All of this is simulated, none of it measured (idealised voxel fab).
process module | voxel spacer lines
cross-section cut | 275 nm wide | cells 5 nm
A cross-section is a grid of square cells, given in bands from the top down. A band is one or more rows of cells.
Each band's line starts with the height of the band's top and of its bottom, in nm. Then come its materials from left to right, each with its width in nm. One material with "throughout" fills the band from edge to edge. "air" is empty space.
Height 0 is the level under which the wafer as received is all one material. The lowest band goes on downwards, as in "0 down".
A width such as "30 to 40" changes by the same amount from each row of cells to the next, from the band's top row to its bottom row.
"no change" after a step means that no cell of the cross-section changed.
closed voids: empty space of 8 cells or more with no open way to the top, each as width x height at its distance from the left edge, in nm
after a step's settings: what the simulator itself notes on the step
overlay nm, on a step with a mask: how far to the right of its planned place the mask lay; to the left if negative
plan
1 op RECEIVE | material Si
2 op CONFORMAL_DEP | material Al2O3 | thk nm 5
3 op DIRECTIONAL_DEP | material SiN | thk nm 15
4 op DIRECTIONAL_DEP | material polySi | thk nm 20
5 op PATTERN | tone cover | mask id MANDREL | material resist | width nm 25 | pitch nm 70 | thk nm 25 | overlay nm 0
6 op DIRECTIONAL_ETCH | etch materials polySi | depth nm 20
7 op STRIP | etch materials resist
8 op CONFORMAL_DEP | material SiO2 | thk nm 10
9 op DIRECTIONAL_ETCH | etch materials SiO2 | depth nm 10
10 op STRIP | etch materials polySi
11 op DIRECTIONAL_ETCH | etch materials SiN | depth nm 15
12 op STRIP | etch materials SiO2
as received, after step 1
  0 down: Si throughout
  closed voids: none
a wafer at the end: this start, this plan, one mistake
  20 to 5: air 50 | SiN 10 | air 25 | SiN 10 | air 25 | SiN 10 | air 25 | SiN 10 | air 25 | SiN 10 | air 25 | SiN 10 | air 40
  5 to 0: Al2O3 throughout
  0 down: Si throughout
  closed voids: none
what went wrong: step 5 ran as: op PATTERN | tone cover | mask id MANDREL | material resist | width nm 25 | pitch nm 70 | thk nm 25 | overlay nm 5
